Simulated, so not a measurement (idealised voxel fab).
Documented hereafter: the process module known as voxel spacer lines.
Shown is cross-section cut, with a width of 220 nm and square cells of size 5 nm.
Square cells in a grid make up a cross-section in this document, and the grid is given as bands, listed from the top down, each one or more rows of cells. The entry gives the band's vertical extent as a top height and a bottom height in nm, then its horizontal make-up as materials from left to right, each with a width in nm. "empty" stands for empty space; a single material marked "edge to edge" fills the band edge to edge. Below 0: as-received wafer, all one material; heights counted from there. Lowest band: no bottom, goes on down, written "top 0, no bottom". It should be noted that a width expressed as "30->40" varies in equal increments from row to row of cells within the band, taking the value of the first number at the top row and that of the second number at the bottom row. "changes: none" for a step: no cell of the cross-section changed in that step. The entry titled "Closed void roster" provides the empty spaces that have no open way to the top, restricted to those of 8 cells or more. Each is presented as width x height at distance, the distance being measured from the left edge, with all three in nm. If you see something after the settings on a step's line, that's the simulator's own remark about that step. overlay nm: how far to the right of its planned place the mask lay on this masked step (negative: to the left).
-- The process steps that were planned are listed below
- 1: RECEIVE (material Si)
- 2: CONFORMAL_DEP (material Al2O3; thk nm 10)
- 3: DIRECTIONAL_DEP (material TiN; thk nm 10)
- 4: DIRECTIONAL_DEP (material aC; thk nm 20)
- 5: PATTERN (tone cover; mask id MANDREL; material resist; width nm 20; pitch nm 60; thk nm 30; overlay nm 0)
- 6: DIRECTIONAL_ETCH (etch materials aC; depth nm 20)
- 7: STRIP (etch materials resist)
- 8: CONFORMAL_DEP (material SiN; thk nm 10)
- 9: DIRECTIONAL_ETCH (etch materials SiN; depth nm 10)
- 10: STRIP (etch materials aC)
- 11: DIRECTIONAL_ETCH (etch materials TiN; depth nm 10)
- 12: STRIP (etch materials SiN)
-- First of the two wafers, run per plan
-- Cross-section: wafer on arrival = after step 1
	top 0, no bottom | Si edge to edge
	Closed void roster: none
-- Cross-sectional representation of the wafer at the conclusion of step 2
	top 10, bottom 0 | Al2O3 edge to edge
	Anything lower than 0 is untouched.
-- Cross-sectional representation of the wafer at the conclusion of step 3
	top 20, bottom 10 | TiN edge to edge
	Anything lower than 10 is untouched.
-- Cross-sectional representation of the wafer at the conclusion of step 4
	top 40, bottom 20 | aC edge to edge
	Anything lower than 20 is untouched.
-- Cross-sectional representation of the wafer at the conclusion of step 5
	top 70, bottom 40 | empty (40) / resist (20) / empty (40) / resist (20) / empty (40) / resist (20) / empty (40)
	Anything lower than 40 is untouched.
-- Cross-sectional representation of the wafer at the conclusion of step 6
	top 50, bottom 40 | empty (40) / resist (20) / empty (40) / resist (20) / empty (40) / resist (20) / empty (40)
	top 40, bottom 20 | empty (40) / aC (20) / empty (40) / aC (20) / empty (40) / aC (20) / empty (40)
	Anything lower than 20 is untouched.
-- Cross-sectional representation of the wafer at the conclusion of step 7
	top 40, bottom 20 | empty (40) / aC (20) / empty (40) / aC (20) / empty (40) / aC (20) / empty (40)
	Anything lower than 20 is untouched.
-- Cross-sectional representation of the wafer at the conclusion of step 8
	top 50, bottom 40 | empty (30) / SiN (40) / empty (20) / SiN (40) / empty (20) / SiN (40) / empty (30)
	top 40, bottom 30 | empty (30) / SiN (10) / aC (20) / SiN (10) / empty (20) / SiN (10) / aC (20) / SiN (10) / empty (20) / SiN (10) / aC (20) / SiN (10) / empty (30)
	top 30, bottom 20 | SiN (40) / aC (20) / SiN (40) / aC (20) / SiN (40) / aC (20) / SiN (40)
	Anything lower than 20 is untouched.
-- Cross-sectional representation of the wafer at the conclusion of step 9
	top 40, bottom 20 | empty (30) / SiN (10) / aC (20) / SiN (10) / empty (20) / SiN (10) / aC (20) / SiN (10) / empty (20) / SiN (10) / aC (20) / SiN (10) / empty (30)
	Anything lower than 20 is untouched.
-- Cross-sectional representation of the wafer at the conclusion of step 10
	top 40, bottom 20 | empty (30) / SiN (10) / empty (20) / SiN (10) / empty (20) / SiN (10) / empty (20) / SiN (10) / empty (20) / SiN (10) / empty (20) / SiN (10) / empty (30)
	Anything lower than 20 is untouched.
-- Cross-sectional representation of the wafer at the conclusion of step 11
	top 40, bottom 20 | empty (30) / SiN (10) / empty (20) / SiN (10) / empty (20) / SiN (10) / empty (20) / SiN (10) / empty (20) / SiN (10) / empty (20) / SiN (10) / empty (30)
	top 20, bottom 10 | empty (30) / TiN (10) / empty (20) / TiN (10) / empty (20) / TiN (10) / empty (20) / TiN (10) / empty (20) / TiN (10) / empty (20) / TiN (10) / empty (30)
	Anything lower than 10 is untouched.
-- Cross-sectional representation of the wafer at the conclusion of step 12
	top 20, bottom 10 | empty (30) / TiN (10) / empty (20) / TiN (10) / empty (20) / TiN (10) / empty (20) / TiN (10) / empty (20) / TiN (10) / empty (20) / TiN (10) / empty (30)
	Anything lower than 10 is untouched.
-- Wafer two. Identical start, identical plan. One mistake in execution. Identical history through step 1
-- Second wafer, section view, time point: scheduled end of step 2
	top 5, bottom 0 | Al2O3 edge to edge
	Anything lower than 0 is untouched.
-- Second wafer, section view, time point: scheduled end of step 3
	top 15, bottom 5 | TiN edge to edge
	Anything lower than 5 is untouched.
-- Second wafer, section view, time point: scheduled end of step 4
	top 35, bottom 15 | aC edge to edge
	Anything lower than 15 is untouched.
-- Second wafer, section view, time point: scheduled end of step 5
	top 65, bottom 35 | empty (40) / resist (20) / empty (40) / resist (20) / empty (40) / resist (20) / empty (40)
	Anything lower than 35 is untouched.
-- Second wafer, section view, time point: scheduled end of step 6
	top 45, bottom 35 | empty (40) / resist (20) / empty (40) / resist (20) / empty (40) / resist (20) / empty (40)
	top 35, bottom 15 | empty (40) / aC (20) / empty (40) / aC (20) / empty (40) / aC (20) / empty (40)
	Anything lower than 15 is untouched.
-- Second wafer, section view, time point: scheduled end of step 7
	top 35, bottom 15 | empty (40) / aC (20) / empty (40) / aC (20) / empty (40) / aC (20) / empty (40)
	Anything lower than 15 is untouched.
-- Second wafer, section view, time point: scheduled end of step 8
	top 45, bottom 35 | empty (30) / SiN (40) / empty (20) / SiN (40) / empty (20) / SiN (40) / empty (30)
	top 35, bottom 25 | empty (30) / SiN (10) / aC (20) / SiN (10) / empty (20) / SiN (10) / aC (20) / SiN (10) / empty (20) / SiN (10) / aC (20) / SiN (10) / empty (30)
	top 25, bottom 15 | SiN (40) / aC (20) / SiN (40) / aC (20) / SiN (40) / aC (20) / SiN (40)
	Anything lower than 15 is untouched.
-- Second wafer, section view, time point: scheduled end of step 9
	top 35, bottom 15 | empty (30) / SiN (10) / aC (20) / SiN (10) / empty (20) / SiN (10) / aC (20) / SiN (10) / empty (20) / SiN (10) / aC (20) / SiN (10) / empty (30)
	Anything lower than 15 is untouched.
-- Second wafer, section view, time point: scheduled end of step 10
	top 35, bottom 15 | empty (30) / SiN (10) / empty (20) / SiN (10) / empty (20) / SiN (10) / empty (20) / SiN (10) / empty (20) / SiN (10) / empty (20) / SiN (10) / empty (30)
	Anything lower than 15 is untouched.
-- Second wafer, section view, time point: scheduled end of step 11
	top 35, bottom 15 | empty (30) / SiN (10) / empty (20) / SiN (10) / empty (20) / SiN (10) / empty (20) / SiN (10) / empty (20) / SiN (10) / empty (20) / SiN (10) / empty (30)
	top 15, bottom 5 | empty (30) / TiN (10) / empty (20) / TiN (10) / empty (20) / TiN (10) / empty (20) / TiN (10) / empty (20) / TiN (10) / empty (20) / TiN (10) / empty (30)
	Anything lower than 5 is untouched.
-- Second wafer, section view, time point: scheduled end of step 12
	top 15, bottom 5 | empty (30) / TiN (10) / empty (20) / TiN (10) / empty (20) / TiN (10) / empty (20) / TiN (10) / empty (20) / TiN (10) / empty (20) / TiN (10) / empty (30)
	Anything lower than 5 is untouched.
Heads up, the wafer didn't run the way we planned it: so step 2 ended up running with a different setting than we planned, it ran as CONFORMAL_DEP (material Al2O3; thk nm 5)
At the finish, the second wafer shows more or fewer cells for some materials than the first does: Al2O3: 44 fewer
